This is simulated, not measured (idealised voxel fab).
process module | voxel capacitor over wiring
cross-section cut | 190 nm wide | cells 5 nm
A cross-section is a grid of square cells, given in bands from the top down. A band is one or more rows of cells.
Each band's line starts with the height of the band's top and of its bottom, in nm. Then come its materials from left to right, each with its width in nm. One material with "throughout" fills the band from edge to edge. "air" is empty space.
Height 0 is the level under which the wafer as received is all one material. The lowest band goes on downwards, as in "0 down".
A width such as "30 to 40" changes by the same amount from each row of cells to the next, from the band's top row to its bottom row.
"no change" after a step means that no cell of the cross-section changed.
closed voids: empty space of 8 cells or more with no open way to the top, each as width x height at its distance from the left edge, in nm
after a step's settings: what the simulator itself notes on the step
overlay nm, on a step with a mask: how far to the right of its planned place the mask lay; to the left if negative
plan
1 op RECEIVE | material Si
2 op CONFORMAL_DEP | material SiO2 | thk nm 15
3 op DIRECTIONAL_DEP | material TiN | thk nm 5
4 op DIRECTIONAL_DEP | material Ru | thk nm 20
5 op PATTERN | tone cover | mask id METAL_1 | material resist | width nm 25 | pitch nm 95 | thk nm 20 | overlay nm 0
6 op DIRECTIONAL_ETCH | etch materials Ru | depth nm 20
7 op DIRECTIONAL_ETCH | etch materials TiN | depth nm 5
8 op STRIP | etch materials resist
9 op CONFORMAL_DEP | material SiN | thk nm 5
10 op FILL_DEP | material SiO2 | thk nm 5
11 op CMP | height nm 40
12 op CONFORMAL_DEP | material SiCN | thk nm 5
13 op DIRECTIONAL_DEP | material SiO2 | thk nm 15
14 op DIRECTIONAL_DEP | material aC | thk nm 15
15 op PATTERN | tone open | mask id PLUG_1 | material resist | width nm 15 | thk nm 30 | overlay nm 0
16 op DIRECTIONAL_ETCH | etch materials aC | depth nm 15
17 op STRIP | etch materials resist
18 op DIRECTIONAL_ETCH | etch materials SiO2 | depth nm 15
19 op DIRECTIONAL_ETCH | etch materials SiCN | depth nm 5
20 op STRIP | etch materials aC
21 op CONFORMAL_DEP | material TiN | thk nm 5
22 op FILL_DEP | material W | thk nm 5
23 op CMP | height nm 60
24 op DIRECTIONAL_DEP | material TiN | thk nm 10
25 op DIRECTIONAL_DEP | material HfO2 | thk nm 5
26 op DIRECTIONAL_DEP | material TiN | thk nm 10
27 op PATTERN | tone cover | mask id UPPER_PLATE | material resist | width nm 75 | thk nm 15 | overlay nm 0
28 op DIRECTIONAL_ETCH | etch materials TiN | depth nm 10
29 op DIRECTIONAL_ETCH | etch materials HfO2 | depth nm 5
30 op STRIP | etch materials resist
31 op PATTERN | tone cover | mask id LOWER_PLATE | material resist | width nm 85 | thk nm 15 | overlay nm 0
32 op DIRECTIONAL_ETCH | etch materials TiN | depth nm 10
33 op STRIP | etch materials resist
34 op FILL_DEP | material SiO2 | thk nm 20
35 op CMP | height nm 100
36 op DIRECTIONAL_DEP | material aC | thk nm 15
37 op PATTERN | tone open | mask id PLUG_2 | material resist | width nm 15 | thk nm 30 | overlay nm 0
38 op DIRECTIONAL_ETCH | etch materials aC | depth nm 15
39 op STRIP | etch materials resist
40 op DIRECTIONAL_ETCH | etch materials SiO2 | depth nm 15
41 op STRIP | etch materials aC
42 op CONFORMAL_DEP | material TiN | thk nm 5
43 op FILL_DEP | material Cu | thk nm 10
44 op CMP | height nm 100
45 op CONFORMAL_DEP | material SiCN | thk nm 5
as received, after step 1
  0 down: Si throughout
  closed voids: none
first wafer at the end, as planned
  105 to 100: SiCN throughout
  100 to 90: SiO2 55 | TiN 5 | Cu 5 | TiN 5 | SiO2 120
  90 to 85: SiO2 55 | TiN 15 | SiO2 120
  85 to 75: SiO2 45 | TiN 75 | SiO2 70
  75 to 70: SiO2 45 | HfO2 75 | SiO2 70
  70 to 60: SiO2 40 | TiN 85 | SiO2 65
  60 to 45: SiO2 45 | TiN 5 | W 5 | TiN 5 | SiO2 130
  45 to 40: SiCN 45 | TiN 15 | SiCN 130
  40 to 20: SiO2 30 | SiN 5 | Ru 25 | SiN 5 | SiO2 60 | SiN 5 | Ru 25 | SiN 5 | SiO2 30
  20 to 15: SiN 35 | TiN 25 | SiN 70 | TiN 25 | SiN 35
  15 to 0: SiO2 throughout
  0 down: Si throughout
  closed voids: none
second wafer at the end: like start, like plan, one mistake
  105 to 100: SiCN throughout
  100 to 90: SiO2 55 | TiN 5 | Cu 5 | TiN 5 | SiO2 120
  90 to 85: SiO2 55 | TiN 15 | SiO2 120
  85 to 75: SiO2 45 | TiN 75 | SiO2 70
  75 to 70: SiO2 45 | HfO2 75 | SiO2 70
  70 to 60: SiO2 40 | TiN 85 | SiO2 65
  60 to 45: SiO2 45 | TiN 5 | W 5 | TiN 5 | SiO2 130
  45 to 40: SiCN 45 | TiN 15 | SiCN 130
  40 to 20: SiO2 30 | SiN 5 | Ru 25 | SiN 5 | SiO2 60 | SiN 5 | Ru 25 | SiN 5 | SiO2 30
  20 to 15: SiN 35 | TiN 25 | SiN 70 | TiN 25 | SiN 35
  15 to 0: SiN throughout
  0 down: Si throughout
  closed voids: none
what went wrong: step 2 ran as: op CONFORMAL_DEP | material SiN | thk nm 15
at the end the second wafer has, in cells: 114 more of SiN | 114 fewer of SiO2
